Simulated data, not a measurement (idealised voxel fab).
Process module, titled voxel air gaps
FYI the section here is cut, 170 nm wide, cells are 5 nm squares.
When this document writes out a cross-section, it uses a grid of square cells and lists it as bands, beginning at the top and moving down, with a band standing for one or more rows of cells. First you get the band's top height and its bottom height, in nm, and then the materials it's made of, left to right, with each width in nm. If you see a single material with "everywhere", that one covers the band edge to edge. "blank" is empty space. Height is counted from the level 0, under which the received wafer is composed throughout of one material. The lowest of the bands is not closed at the bottom but continues downward, in the notation "0 down". When a width is written as two numbers, as in "30->40", the first number is the width in the top row of cells of the band and the second is the width in its bottom row, and the width changes by the same amount from each row to the next. Basically "same as before" means that step didn't change any cell in the cross-section. You'll see "Voids, fully enclosed" listing empty spaces that have no way open to the top, as long as they're 8 cells or more; the notation is width x height at distance, where the distance is from the left edge, and all of it is in nm. Read whatever lies past the settings on a step's line as the simulator's own remark about the step. When a step includes a mask, the "overlay nm" setting on its line states how far to the right of its planned place that mask lay, and negative values state how far to the left.

Listed below are the process steps as planned:
1: RECEIVE with material Si
2: CONFORMAL_DEP with material SiO2, thk nm 15
3: CONFORMAL_DEP with material SiCN, thk nm 5
4: DIRECTIONAL_DEP with material lowk, thk nm 30
5: MASKED_ETCH with tone open, mask id LINES, width nm 15, pitch nm 45, etch materials lowk, depth nm 30, overlay nm 0
6: CONFORMAL_DEP with material TiN, thk nm 5
7: FILL_DEP with material Cu, thk nm 10
8: CMP with height nm 50
9: EPI with material Ru, thk nm 10
10: SELECTIVE_ETCH with etch materials lowk, depth nm 40
11: CONFORMAL_DEP with material SiCN, thk nm 5

Received-state cross-section, reflecting completion of step 1:
- 0 down: Si everywhere
- Voids, fully enclosed: none

One mistake in running the module, otherwise start and plan as above: cross-section at the end:
- 60 to 50: blank 20, then Ru 35, then blank 10, then Ru 35, then blank 10, then Ru 35, then blank 25
- 50 to 25: blank 30, then TiN 5, then Cu 5, then TiN 5, then blank 30, then TiN 5, then Cu 5, then TiN 5, then blank 30, then TiN 5, then Cu 5, then TiN 5, then blank 35
- 25 to 20: blank 30, then TiN 15, then blank 30, then TiN 15, then blank 30, then TiN 15, then blank 35
- 20 to 15: SiCN everywhere
- 15 to 0: SiO2 everywhere
- 0 down: Si everywhere
- Voids, fully enclosed: none
Against the plan, the run slipped here: yeah, step 11 of the plan got skipped, never ran
